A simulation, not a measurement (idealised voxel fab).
Process module name: voxel capacitor over wiring
The figure presents cross-section cut, which has a width of 245 nm and is divided into square cells with an edge length of 5 nm.
Reading order for cross-sections: top band down to bottom band. Underlying form: a grid of square cells. Band size: one or more rows of cells. Heads up on the band format: heights come first, top then bottom, in nm. After that it's the materials left to right, each with its width in nm. A single material flagged "throughout" fills the whole band edge to edge, and "blank" means there's empty space there. Heights from 0 (as-received wafer is one material below). Bottom band endless downward, as "0 -> down". Top row gets the first number, bottom row gets the second, and each row in between changes by the same step: that is how a band width like "30->40" works. "left unchanged" -> step changed no cross-section cell. Empty spaces counting at least 8 cells and having no open way to the top are listed in "Closed void list". The notation width x height at distance is used for each, the distance being from the left edge and all three values in nm. Post-settings text on a step line: simulator's own remark regarding the step. overlay nm: right-of-plan distance of the mask on a masked step; negative values mean left-of-plan.
PLANNED STEP LIST FOR THE PROCESS
1. RECEIVE, material Si
2. CONFORMAL_DEP, material SiO2, thk nm 15
3. CONFORMAL_DEP, material SiN, thk nm 5
4. DIRECTIONAL_DEP, material lowk, thk nm 25
5. PATTERN, tone open, mask id METAL_1, material resist, width nm 20, pitch nm 75, thk nm 20, overlay nm 0
6. DIRECTIONAL_ETCH, etch materials lowk, depth nm 25
7. DIRECTIONAL_ETCH, etch materials SiN, depth nm 5
8. STRIP, etch materials resist
9. CONFORMAL_DEP, material TiN, thk nm 5
10. FILL_DEP, material Cu, thk nm 5
11. CMP, height nm 45
12. CONFORMAL_DEP, material SiCN, thk nm 5
13. DIRECTIONAL_DEP, material lowk, thk nm 10
14. PATTERN, tone open, mask id PLUG_1, material resist, width nm 15, thk nm 20, overlay nm 0
15. DIRECTIONAL_ETCH, etch materials lowk, depth nm 10
16. DIRECTIONAL_ETCH, etch materials SiCN, depth nm 5
17. STRIP, etch materials resist
18. CONFORMAL_DEP, material TiN, thk nm 5
19. FILL_DEP, material Cu, thk nm 5
20. CMP, height nm 60
21. DIRECTIONAL_DEP, material TiN, thk nm 10
22. DIRECTIONAL_DEP, material HfO2, thk nm 5
23. DIRECTIONAL_DEP, material TiN, thk nm 10
24. MASKED_ETCH, tone cover, mask id UPPER_PLATE, width nm 60, etch materials TiN, depth nm 10, overlay nm 0
25. MASKED_ETCH, tone cover, mask id UPPER_PLATE, width nm 60, etch materials HfO2, depth nm 5, overlay nm 0
26. MASKED_ETCH, tone cover, mask id LOWER_PLATE, width nm 70, etch materials TiN, depth nm 10, overlay nm 0
27. FILL_DEP, material SiO2, thk nm 15
28. CMP, height nm 95
29. MASKED_ETCH, tone open, mask id PLUG_2, width nm 15, etch materials SiO2, depth nm 10, overlay nm 0
30. CONFORMAL_DEP, material TiN, thk nm 5
31. FILL_DEP, material Cu, thk nm 10
32. CMP, height nm 95
33. CONFORMAL_DEP, material SiCN, thk nm 5
SO THIS IS THE INCOMING WAFER IN CROSS-SECTION - IT'S ALREADY BEEN THROUGH STEP 1
    0 -> down  Si throughout
    Closed void list: none
END STATE OF THE MODULE IN CROSS-SECTION, GIVEN THE ABOVE STARTING POINT AND PLAN AND ONE MISTAKE IN EXECUTION
    100 -> 95  SiCN throughout
    95 -> 90  SiO2 (90) | TiN (5) | Cu (5) | TiN (5) | SiO2 (140)
    90 -> 85  SiO2 (90) | TiN (15) | SiO2 (140)
    85 -> 80  SiO2 throughout
    80 -> 70  SiO2 (80) | TiN (60) | SiO2 (105)
    70 -> 60  SiO2 (75) | TiN (70) | SiO2 (100)
    60 -> 50  lowk (80) | TiN (5) | Cu (5) | TiN (5) | lowk (150)
    50 -> 45  SiCN (80) | TiN (15) | SiCN (150)
    45 -> 20  lowk (75) | TiN (5) | Cu (10) | TiN (5) | lowk (55) | TiN (5) | Cu (10) | TiN (5) | lowk (75)
    20 -> 15  SiN (75) | TiN (20) | SiN (55) | TiN (20) | SiN (75)
    15 -> 0  SiO2 throughout
    0 -> down  Si throughout
    Closed void list: none
Diagnosis: step 22 of the plan was excluded from execution and never run
